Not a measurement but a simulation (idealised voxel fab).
Module name: voxel ribs on slabs (process module)
The figure presents cross-section cut, which has a width of 275 nm and is divided into square cells with an edge length of 5 nm.
Just so we're on the same page, the cross-sections are grids of square cells, and they're listed out in bands top to bottom, each band one or more rows deep. What a band's entry tells you: where the top is and where the bottom is, as heights in nm, and after that what lies inside, material by material from left to right, each with its width in nm. Empty space is written as the word "air", and a single material marked with the word "all across" occupies the band from edge to edge. Measure heights from 0. That's the level where, below it, the as-received wafer is all one material. The lowest band is bottomless and extends downward; write it as in "0 -> down". It should be noted that a width expressed as "30..40" varies in equal increments from row to row of cells within the band, taking the value of the first number at the top row and that of the second number at the bottom row. Where the words "nothing altered" appear for a step, the cross-section shows no cell changed by that step; every cell remained as before. The label "Sealed void listing" introduces a list of the empty spaces, 8 cells or larger, that have no open way up to the top; each entry in it reads width x height at distance, where the distance is taken from the left edge and all three are stated in nm. Text after the settings on a step's line: the simulator's own remark on that step. Among the settings permitted on a step's line is "overlay nm"; applied to a step with a mask, it specifies the extent to which the mask lay to the right of its planned position, whereas a negative figure signifies a position to the left.

Planned process steps:
1,RECEIVE, material Si
2,DIRECTIONAL_DEP, material SiO2, thk nm 30
3,DIRECTIONAL_DEP, material polySi, thk nm 25
4,MASKED_ETCH, tone cover, mask id RIB, width nm 20, etch materials polySi, depth nm 5, overlay nm 0
5,MASKED_ETCH, tone cover, mask id SLAB, width nm 80, etch materials polySi, depth nm 20, overlay nm 0
6,FILL_DEP, material SiO2, thk nm 20
7,CMP, height nm 70
8,DIRECTIONAL_DEP, material TiN, thk nm 10
9,MASKED_ETCH, tone cover, mask id HEATER, width nm 30, etch materials TiN, depth nm 10, overlay nm 0
10,CONFORMAL_DEP, material SiN, thk nm 10

Cross-section of the wafer upon arrival, representing the state reached after step 1:
> 0 -> down  Si all across
> Sealed void listing: none

First of two wafers: cross-section at end of module, run per plan:
> 90 -> 80  air=110, then SiN=50, then air=115
> 80 -> 70  SiN=120, then TiN=30, then SiN=125
> 70 -> 55  SiO2 all across
> 55 -> 50  SiO2=125, then polySi=20, then SiO2=130
> 50 -> 30  SiO2=95, then polySi=80, then SiO2=100
> 30 -> 0  SiO2 all across
> 0 -> down  Si all across
> Sealed void listing: none

Here's the second of our two wafers sectioned at module end. Same start as the first, same plan, but one mistake got made running it:
> 90 -> 80  air=110, then SiN=50, then air=115
> 80 -> 70  SiN=120, then TiN=30, then SiN=125
> 70 -> 25  SiO2 all across
> 25 -> 0  polySi all across
> 0 -> down  Si all across
> Sealed void listing: none
So what did we get wrong on this run? order of steps 2 and 3 inverted relative to the plan
Wrapping up, a cell-based count of both wafers puts the second over or under the first for these materials: SiO2 -207 | polySi +207
